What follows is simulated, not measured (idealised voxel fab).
process module | voxel released beams
cross-section cut | 270 nm wide | cells 5 nm
A cross-section is a grid of square cells, given in bands from the top down. A band is one or more rows of cells.
Each band's line starts with the height of the band's top and of its bottom, in nm. Then come its materials from left to right, each with its width in nm. One material with "throughout" fills the band from edge to edge. "air" is empty space.
Height 0 is the level under which the wafer as received is all one material. The lowest band goes on downwards, as in "0 down".
A width such as "30 to 40" changes by the same amount from each row of cells to the next, from the band's top row to its bottom row.
"no change" after a step means that no cell of the cross-section changed.
closed voids: empty space of 8 cells or more with no open way to the top, each as width x height at its distance from the left edge, in nm
after a step's settings: what the simulator itself notes on the step
overlay nm, on a step with a mask: how far to the right of its planned place the mask lay; to the left if negative
plan
1 op RECEIVE | material Si
2 op CONFORMAL_DEP | material Al2O3 | thk nm 5
3 op DIRECTIONAL_DEP | material SiO2 | thk nm 10
4 op MASKED_ETCH | tone open | mask id ANCHOR | width nm 25 | etch materials SiO2 | depth nm 10 | overlay nm 0
5 op CONFORMAL_DEP | material W | thk nm 10
6 op MASKED_ETCH | tone cover | mask id BEAM | width nm 105 | etch materials W | depth nm 10 | overlay nm 0
7 op STRIP | etch materials SiO2
first wafer, as planned
as received, after step 1
  0 down: Si throughout
  closed voids: none
after step 2
  5 to 0: Al2O3 throughout
  below 0: unchanged
after step 3
  15 to 5: SiO2 throughout
  below 5: unchanged
after step 4
  15 to 5: SiO2 85 | air 25 | SiO2 160
  below 5: unchanged
after step 5
  25 to 15: W 95 | air 5 | W 170
  15 to 5: SiO2 85 | W 25 | SiO2 160
  below 5: unchanged
after step 6
  25 to 15: air 80 | W 15 | air 5 | W 85 | air 85
  below 15: unchanged
after step 7
  25 to 15: air 80 | W 15 | air 5 | W 85 | air 85
  15 to 5: air 85 | W 25 | air 160
  below 5: unchanged
second wafer: like start, like plan, one mistake. Through step 5 it matches the first wafer
when step 6 should have ended
  25 to 15: air 80 | W 15 | air 5 | W 90 | air 80
  below 15: unchanged
when step 7 should have ended
  25 to 15: air 80 | W 15 | air 5 | W 90 | air 80
  15 to 5: air 85 | W 25 | air 160
  below 5: unchanged
what went wrong: step 6 ran as: op MASKED_ETCH | tone cover | mask id BEAM | width nm 110 | etch materials W | depth nm 10 | overlay nm 0
at the end the second wafer has, in cells: 2 more of W
